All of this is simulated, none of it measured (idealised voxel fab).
process module | voxel gate over fins
cross-section cut | 295 nm wide | cells 5 nm
A cross-section is a grid of square cells, given in bands from the top down. A band is one or more rows of cells.
Each band's line starts with the height of the band's top and of its bottom, in nm. Then come its materials from left to right, each with its width in nm. One material with "throughout" fills the band from edge to edge. "air" is empty space.
Height 0 is the level under which the wafer as received is all one material. The lowest band goes on downwards, as in "0 down".
A width such as "30 to 40" changes by the same amount from each row of cells to the next, from the band's top row to its bottom row.
"no change" after a step means that no cell of the cross-section changed.
closed voids: empty space of 8 cells or more with no open way to the top, each as width x height at its distance from the left edge, in nm
after a step's settings: what the simulator itself notes on the step
overlay nm, on a step with a mask: how far to the right of its planned place the mask lay; to the left if negative
plan
1 op RECEIVE | material Si
2 op CONFORMAL_DEP | material SiN | thk nm 10
3 op MASKED_ETCH | tone cover | mask id FINS | width nm 15 | pitch nm 55 | etch materials SiN | depth nm 10 | overlay nm 0
4 op MASKED_ETCH | tone cover | mask id FINS | width nm 15 | pitch nm 55 | etch materials Si | depth nm 30 | overlay nm 0
5 op OXIDIZE | depth nm 5
6 op FILL_DEP | material SiO2 | thk nm 5
7 op CMP | height nm 10
8 op MASKED_ETCH | tone open | mask id RAIL | width nm 15 | etch materials SiO2 | depth nm 35 | overlay nm 0
9 op CONFORMAL_DEP | material TiN | thk nm 5
10 op FILL_DEP | material W | thk nm 10
11 op CMP | height nm 10
12 op SELECTIVE_ETCH | etch materials W Ru TiN | depth nm 30
13 op FILL_DEP | material SiO2 | thk nm 5
14 op CMP | height nm 10
15 op SELECTIVE_ETCH | etch materials SiO2 | depth nm 25
16 op STRIP | etch materials SiN
17 op CONFORMAL_DEP | material HfO2 | thk nm 5
18 op CONFORMAL_DEP | material TiN | thk nm 5
19 op FILL_DEP | material W | thk nm 10
20 op CMP | height nm 15
21 op CONFORMAL_DEP | material SiN | thk nm 5
first wafer, as planned
as received, after step 1
  0 down: Si throughout
  closed voids: none
after step 2
  10 to 0: SiN throughout
  below 0: unchanged
after step 3
  10 to 0: air 110 | SiN 15 | air 40 | SiN 15 | air 115
  below 0: unchanged
after step 4
  10 to 0: air 110 | SiN 15 | air 40 | SiN 15 | air 115
  0 to -30: air 110 | Si 15 | air 40 | Si 15 | air 115
  below -30: unchanged
after step 5
  10 to 0: air 110 | SiN 15 | air 40 | SiN 15 | air 115
  0 to -30: air 110 | SiO2 5 | Si 5 | SiO2 5 | air 40 | SiO2 5 | Si 5 | SiO2 5 | air 115
  -30 to -35: SiO2 115 | Si 5 | SiO2 50 | Si 5 | SiO2 120
  below -35: unchanged
after step 6
  15 to 10: SiO2 throughout
  10 to 0: SiO2 110 | SiN 15 | SiO2 40 | SiN 15 | SiO2 115
  0 to -35: SiO2 115 | Si 5 | SiO2 50 | Si 5 | SiO2 120
  below -35: unchanged
after step 7
  10 to 0: SiO2 110 | SiN 15 | SiO2 40 | SiN 15 | SiO2 115
  below 0: unchanged
after step 8
  10 to 0: SiO2 110 | SiN 15 | SiO2 10 | air 15 | SiO2 15 | SiN 15 | SiO2 115
  0 to -25: SiO2 115 | Si 5 | SiO2 15 | air 15 | SiO2 20 | Si 5 | SiO2 120
  below -25: unchanged
after step 9
  15 to 10: TiN 140 | air 5 | TiN 150
  10 to 0: SiO2 110 | SiN 15 | SiO2 10 | TiN 5 | air 5 | TiN 5 | SiO2 15 | SiN 15 | SiO2 115
  0 to -20: SiO2 115 | Si 5 | SiO2 15 | TiN 5 | air 5 | TiN 5 | SiO2 20 | Si 5 | SiO2 120
  -20 to -25: SiO2 115 | Si 5 | SiO2 15 | TiN 15 | SiO2 20 | Si 5 | SiO2 120
  below -25: unchanged
after step 10
  25 to 15: W throughout
  15 to 10: TiN 140 | W 5 | TiN 150
  10 to 0: SiO2 110 | SiN 15 | SiO2 10 | TiN 5 | W 5 | TiN 5 | SiO2 15 | SiN 15 | SiO2 115
  0 to -20: SiO2 115 | Si 5 | SiO2 15 | TiN 5 | W 5 | TiN 5 | SiO2 20 | Si 5 | SiO2 120
  below -20: unchanged
after step 11
  10 to 0: SiO2 110 | SiN 15 | SiO2 10 | TiN 5 | W 5 | TiN 5 | SiO2 15 | SiN 15 | SiO2 115
  below 0: unchanged
after step 12
  10 to 0: SiO2 110 | SiN 15 | SiO2 10 | air 15 | SiO2 15 | SiN 15 | SiO2 115
  0 to -20: SiO2 115 | Si 5 | SiO2 15 | air 15 | SiO2 20 | Si 5 | SiO2 120
  below -20: unchanged
after step 13
  15 to 10: SiO2 throughout
  10 to 0: SiO2 110 | SiN 15 | SiO2 40 | SiN 15 | SiO2 115
  0 to -20: SiO2 115 | Si 5 | SiO2 50 | Si 5 | SiO2 120
  below -20: unchanged
after step 14
  10 to 0: SiO2 110 | SiN 15 | SiO2 40 | SiN 15 | SiO2 115
  below 0: unchanged
after step 15
  10 to 0: air 110 | SiN 15 | air 40 | SiN 15 | air 115
  0 to -15: air 115 | Si 5 | air 50 | Si 5 | air 120
  below -15: unchanged
after step 16
  0 to -15: air 115 | Si 5 | air 50 | Si 5 | air 120
  below -15: unchanged
after step 17
  5 to 0: air 110 | HfO2 15 | air 40 | HfO2 15 | air 115
  0 to -10: air 110 | HfO2 5 | Si 5 | HfO2 5 | air 40 | HfO2 5 | Si 5 | HfO2 5 | air 115
  -10 to -15: HfO2 115 | Si 5 | HfO2 50 | Si 5 | HfO2 120
  below -15: unchanged
after step 18
  10 to 5: air 105 | TiN 25 | air 30 | TiN 25 | air 110
  5 to 0: air 105 | TiN 5 | HfO2 15 | TiN 5 | air 30 | TiN 5 | HfO2 15 | TiN 5 | air 110
  0 to -5: air 105 | TiN 5 | HfO2 5 | Si 5 | HfO2 5 | TiN 5 | air 30 | TiN 5 | HfO2 5 | Si 5 | HfO2 5 | TiN 5 | air 110
  -5 to -10: TiN 110 | HfO2 5 | Si 5 | HfO2 5 | TiN 40 | HfO2 5 | Si 5 | HfO2 5 | TiN 115
  below -10: unchanged
after step 19
  20 to 10: W throughout
  10 to 5: W 105 | TiN 25 | W 30 | TiN 25 | W 110
  5 to 0: W 105 | TiN 5 | HfO2 15 | TiN 5 | W 30 | TiN 5 | HfO2 15 | TiN 5 | W 110
  0 to -5: W 105 | TiN 5 | HfO2 5 | Si 5 | HfO2 5 | TiN 5 | W 30 | TiN 5 | HfO2 5 | Si 5 | HfO2 5 | TiN 5 | W 110
  below -5: unchanged
after step 20
  15 to 10: W throughout
  below 10: unchanged
after step 21
  20 to 15: SiN throughout
  below 15: unchanged
second wafer: like start, like plan, one mistake. Through step 16 it matches the first wafer
when step 17 should have ended
  5 to 0: air 110 | TiN 15 | air 40 | TiN 15 | air 115
  0 to -10: air 110 | TiN 5 | Si 5 | TiN 5 | air 40 | TiN 5 | Si 5 | TiN 5 | air 115
  -10 to -15: TiN 115 | Si 5 | TiN 50 | Si 5 | TiN 120
  below -15: unchanged
when step 18 should have ended
  10 to 5: air 105 | HfO2 25 | air 30 | HfO2 25 | air 110
  5 to 0: air 105 | HfO2 5 | TiN 15 | HfO2 5 | air 30 | HfO2 5 | TiN 15 | HfO2 5 | air 110
  0 to -5: air 105 | HfO2 5 | TiN 5 | Si 5 | TiN 5 | HfO2 5 | air 30 | HfO2 5 | TiN 5 | Si 5 | TiN 5 | HfO2 5 | air 110
  -5 to -10: HfO2 110 | TiN 5 | Si 5 | TiN 5 | HfO2 40 | TiN 5 | Si 5 | TiN 5 | HfO2 115
  below -10: unchanged
when step 19 should have ended
  20 to 10: W throughout
  10 to 5: W 105 | HfO2 25 | W 30 | HfO2 25 | W 110
  5 to 0: W 105 | HfO2 5 | TiN 15 | HfO2 5 | W 30 | HfO2 5 | TiN 15 | HfO2 5 | W 110
  0 to -5: W 105 | HfO2 5 | TiN 5 | Si 5 | TiN 5 | HfO2 5 | W 30 | HfO2 5 | TiN 5 | Si 5 | TiN 5 | HfO2 5 | W 110
  below -5: unchanged
when step 20 should have ended
  15 to 10: W throughout
  below 10: unchanged
when step 21 should have ended
  20 to 15: SiN throughout
  below 15: unchanged
what went wrong: steps 17 and 18 were swapped
at the end the second wafer has, in cells: as many of each material as the first, in other places
